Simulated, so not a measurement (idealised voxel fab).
The following process module bears the name voxel local oxidation.
Cross-section cut: width 185 nm, square cells of 5 nm.
A cross-section is a grid of square cells, given in bands from the top down. A band is one or more rows of cells.
Quick guide to a band line: top height, bottom height (nm) up front; then every material left to right with its width in nm. Only one material and it's marked "throughout"? Then it fills the band edge to edge. And "blank" just means empty space.
Heights from 0 (as-received wafer is one material below). Bottom band endless downward, as "0 -> down".
A two-number width, for instance "30->40", indicates that the width is equal to the first number in the top row of the band and to the second number in the bottom row, and that it changes by a constant amount per row of cells.
A step reported as "no change occurred" is a step in which no cell of the cross-section changed.
"Sealed cavities" specifies each empty space that is not open to the top and that occupies no fewer than 8 cells, using the form width x height at distance, the distance measured from the left edge and all three quantities in nm.
Past the settings on a step's line: simulator remark, on that step.
"overlay nm" answers the question of how far to the right of plan the mask lay on a step that has a mask, and when it is negative the answer is to the left.
[Intended process steps]
- 1: op RECEIVE | material Si
- 2: op OXIDIZE | depth nm 5
- 3: op CONFORMAL_DEP | material SiN | thk nm 15
- 4: op DIRECTIONAL_DEP | material aC | thk nm 15
- 5: op PATTERN | tone cover | mask id ACTIVE | material resist | width nm 90 | thk nm 35 | overlay nm 0
- 6: op DIRECTIONAL_ETCH | etch materials aC | depth nm 15
- 7: op STRIP | etch materials resist
- 8: op DIRECTIONAL_ETCH | etch materials SiN | depth nm 15
- 9: op STRIP | etch materials aC
- 10: op SELECTIVE_ETCH | etch materials SiO2 | depth nm 5
- 11: op OXIDIZE | depth nm 15
- 12: op STRIP | etch materials SiN
[Delivered wafer in cross-section: state after step 1]
    0 -> down | Si throughout
    Sealed cavities: none
[What the wafer looks like in cross-section after this module, when it starts as shown above and follows the plan above but one mistake is made in running it]
    0 -> -5 | blank: 50 / SiO2: 85 / blank: 50
    -5 -> -20 | SiO2: 65 / Si: 55 / SiO2: 65
    -20 -> down | Si throughout
    Sealed cavities: none
What broke from the plan during processing? step 5 went in with a setting other than planned; the actual run was op PATTERN | tone cover | mask id ACTIVE | material resist | width nm 95 | thk nm 35 | overlay nm 0
